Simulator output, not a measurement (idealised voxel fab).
The following process module bears the name voxel self aligned vias.
Cross-section cut spans 180 nm and uses square cells 5 nm in size.
A cross-section is a grid of square cells, given in bands from the top down. A band is one or more rows of cells.
This entry defines a band. It first specifies the height of the band's top and the height of its bottom in nm, and then specifies the band's materials from left to right, stating each material with its width in nm. The word "all across" identifies a single material that fills the band from edge to edge, while the word "blank" identifies empty space.
All heights in this document are referenced to 0, defined as the level beneath which the wafer, as received, consists entirely of one material. The lowest band is not bounded below; it extends indefinitely downward and is written in the form "0 and below".
Quick explanation for "30 to 40": the width changes in equal steps down the rows of cells, from the first number in the band's top row to the second number in its bottom row.
Key: "remains unaltered" - step with no changed cell in the cross-section.
Listed in "Fully enclosed voids": every empty space of 8 or more cells without an open way to the top. Form: width x height at distance, the distance being from the left edge, all in nm.
Note: text after step settings on the step line = simulator remark on that step.
overlay nm: where the mask lay relative to plan, measured to the right, on steps with a mask; negatives go left.
THE PROCESS STEPS THAT WERE PLANNED ARE LISTED BELOW
- 1: RECEIVE: material Si
- 2: CONFORMAL_DEP: material SiO2, thk nm 10
- 3: CONFORMAL_DEP: material SiCN, thk nm 5
- 4: DIRECTIONAL_DEP: material SiO2, thk nm 25
- 5: PATTERN: tone open, mask id LINES, material resist, width nm 30, pitch nm 55, thk nm 20, overlay nm 0
- 6: DIRECTIONAL_ETCH: etch materials SiO2, depth nm 25
- 7: STRIP: etch materials resist
- 8: CONFORMAL_DEP: material TiN, thk nm 5
- 9: FILL_DEP: material W, thk nm 10
- 10: CMP: height nm 40
- 11: SELECTIVE_ETCH: etch materials W Ru TiN, depth nm 10
- 12: FILL_DEP: material SiN, thk nm 5
- 13: CMP: height nm 40
- 14: DIRECTIONAL_DEP: material SiO2, thk nm 20
- 15: PATTERN: tone open, mask id VIAS, material resist, width nm 40, pitch nm 55, thk nm 20, overlay nm 0
- 16: DIRECTIONAL_ETCH: etch materials SiO2, depth nm 20
- 17: DIRECTIONAL_ETCH: etch materials SiN, depth nm 10
- 18: STRIP: etch materials resist
- 19: CONFORMAL_DEP: material TiN, thk nm 5
- 20: FILL_DEP: material Cu, thk nm 5
- 21: CMP: height nm 60
- 22: CONFORMAL_DEP: material SiN, thk nm 5
CONCERNING THE FIRST OF TWO WAFERS, WHICH WAS RUN IN ACCORDANCE WITH THE PLAN
HERE'S WHAT THE WAFER LOOKED LIKE IN CROSS-SECTION WHEN IT ARRIVED - THAT'S AFTER STEP 1
0 and below  Si all across
Fully enclosed voids: none
STEP 2 DONE - WAFER CROSS-SECTION
10 down to 0  SiO2 all across
No changes below 0.
STEP 3 DONE - WAFER CROSS-SECTION
15 down to 10  SiCN all across
No changes below 10.
STEP 4 DONE - WAFER CROSS-SECTION
40 down to 15  SiO2 all across
No changes below 15.
STEP 5 DONE - WAFER CROSS-SECTION
60 down to 40  45 resist  30 blank  25 resist  30 blank  50 resist
No changes below 40.
STEP 6 DONE - WAFER CROSS-SECTION
60 down to 40  45 resist  30 blank  25 resist  30 blank  50 resist
40 down to 15  45 SiO2  30 blank  25 SiO2  30 blank  50 SiO2
No changes below 15.
STEP 7 DONE - WAFER CROSS-SECTION
40 down to 15  45 SiO2  30 blank  25 SiO2  30 blank  50 SiO2
No changes below 15.
STEP 8 DONE - WAFER CROSS-SECTION
45 down to 40  50 TiN  20 blank  35 TiN  20 blank  55 TiN
40 down to 20  45 SiO2  5 TiN  20 blank  5 TiN  25 SiO2  5 TiN  20 blank  5 TiN  50 SiO2
20 down to 15  45 SiO2  30 TiN  25 SiO2  30 TiN  50 SiO2
No changes below 15.
STEP 9 DONE - WAFER CROSS-SECTION
55 down to 45  W all across
45 down to 40  50 TiN  20 W  35 TiN  20 W  55 TiN
40 down to 20  45 SiO2  5 TiN  20 W  5 TiN  25 SiO2  5 TiN  20 W  5 TiN  50 SiO2
No changes below 20.
STEP 10 DONE - WAFER CROSS-SECTION
40 down to 20  45 SiO2  5 TiN  20 W  5 TiN  25 SiO2  5 TiN  20 W  5 TiN  50 SiO2
No changes below 20.
STEP 11 DONE - WAFER CROSS-SECTION
40 down to 30  45 SiO2  30 blank  25 SiO2  30 blank  50 SiO2
No changes below 30.
STEP 12 DONE - WAFER CROSS-SECTION
45 down to 40  SiN all across
40 down to 30  45 SiO2  30 SiN  25 SiO2  30 SiN  50 SiO2
No changes below 30.
STEP 13 DONE - WAFER CROSS-SECTION
40 down to 30  45 SiO2  30 SiN  25 SiO2  30 SiN  50 SiO2
No changes below 30.
STEP 14 DONE - WAFER CROSS-SECTION
60 down to 40  SiO2 all across
No changes below 40.
STEP 15 DONE - WAFER CROSS-SECTION
80 down to 60  40 resist  40 blank  15 resist  40 blank  45 resist
No changes below 60.
STEP 16 DONE - WAFER CROSS-SECTION
80 down to 60  40 resist  40 blank  15 resist  40 blank  45 resist
60 down to 40  40 SiO2  40 blank  15 SiO2  40 blank  45 SiO2
No changes below 40.
STEP 17 DONE - WAFER CROSS-SECTION
80 down to 60  40 resist  40 blank  15 resist  40 blank  45 resist
60 down to 40  40 SiO2  40 blank  15 SiO2  40 blank  45 SiO2
40 down to 30  45 SiO2  30 blank  25 SiO2  30 blank  50 SiO2
No changes below 30.
STEP 18 DONE - WAFER CROSS-SECTION
60 down to 40  40 SiO2  40 blank  15 SiO2  40 blank  45 SiO2
No changes below 40.
STEP 19 DONE - WAFER CROSS-SECTION
65 down to 60  45 TiN  30 blank  25 TiN  30 blank  50 TiN
60 down to 45  40 SiO2  5 TiN  30 blank  5 TiN  15 SiO2  5 TiN  30 blank  5 TiN  45 SiO2
45 down to 35  40 to 45 SiO2  10 to 5 TiN  20 blank  10 to 5 TiN  15 to 25 SiO2  10 to 5 TiN  20 blank  10 to 5 TiN  45 to 50 SiO2
35 down to 30  45 SiO2  30 TiN  25 SiO2  30 TiN  50 SiO2
No changes below 30.
STEP 20 DONE - WAFER CROSS-SECTION
70 down to 65  Cu all across
65 down to 60  45 TiN  30 Cu  25 TiN  30 Cu  50 TiN
60 down to 45  40 SiO2  5 TiN  30 Cu  5 TiN  15 SiO2  5 TiN  30 Cu  5 TiN  45 SiO2
45 down to 35  40 to 45 SiO2  10 to 5 TiN  20 Cu  10 to 5 TiN  15 to 25 SiO2  10 to 5 TiN  20 Cu  10 to 5 TiN  45 to 50 SiO2
No changes below 35.
STEP 21 DONE - WAFER CROSS-SECTION
60 down to 45  40 SiO2  5 TiN  30 Cu  5 TiN  15 SiO2  5 TiN  30 Cu  5 TiN  45 SiO2
No changes below 45.
STEP 22 DONE - WAFER CROSS-SECTION
65 down to 60  SiN all across
No changes below 60.
WAFER TWO. SAME START, SAME PLAN, ONE SLIP IN EXECUTION. SAME AS WAFER ONE THROUGH STEP 18, INCLUSIVE
SECOND WAFER, CROSS-SECTION, PLANNED END OF STEP 19
75 down to 60  55 TiN  10 blank  45 TiN  10 blank  60 TiN
60 down to 55  40 SiO2  15 TiN  10 blank  15 TiN  15 SiO2  15 TiN  10 blank  15 TiN  45 SiO2
55 down to 40  40 SiO2  40 TiN  15 SiO2  40 TiN  45 SiO2
40 down to 30  45 SiO2  30 TiN  25 SiO2  30 TiN  50 SiO2
No changes below 30.
SECOND WAFER, CROSS-SECTION, PLANNED END OF STEP 20
80 down to 75  Cu all across
75 down to 60  55 TiN  10 Cu  45 TiN  10 Cu  60 TiN
60 down to 55  40 SiO2  15 TiN  10 Cu  15 TiN  15 SiO2  15 TiN  10 Cu  15 TiN  45 SiO2
No changes below 55.
SECOND WAFER, CROSS-SECTION, PLANNED END OF STEP 21
60 down to 55  40 SiO2  15 TiN  10 Cu  15 TiN  15 SiO2  15 TiN  10 Cu  15 TiN  45 SiO2
No changes below 55.
SECOND WAFER, CROSS-SECTION, PLANNED END OF STEP 22
65 down to 60  SiN all across
No changes below 60.
The mistake made against the process plan was this: step 19 changed vs plan, executed as CONFORMAL_DEP: material TiN, thk nm 15
Counted in cells at the end, the second wafer holds more or fewer of these materials than the first: Cu -48 | TiN +48
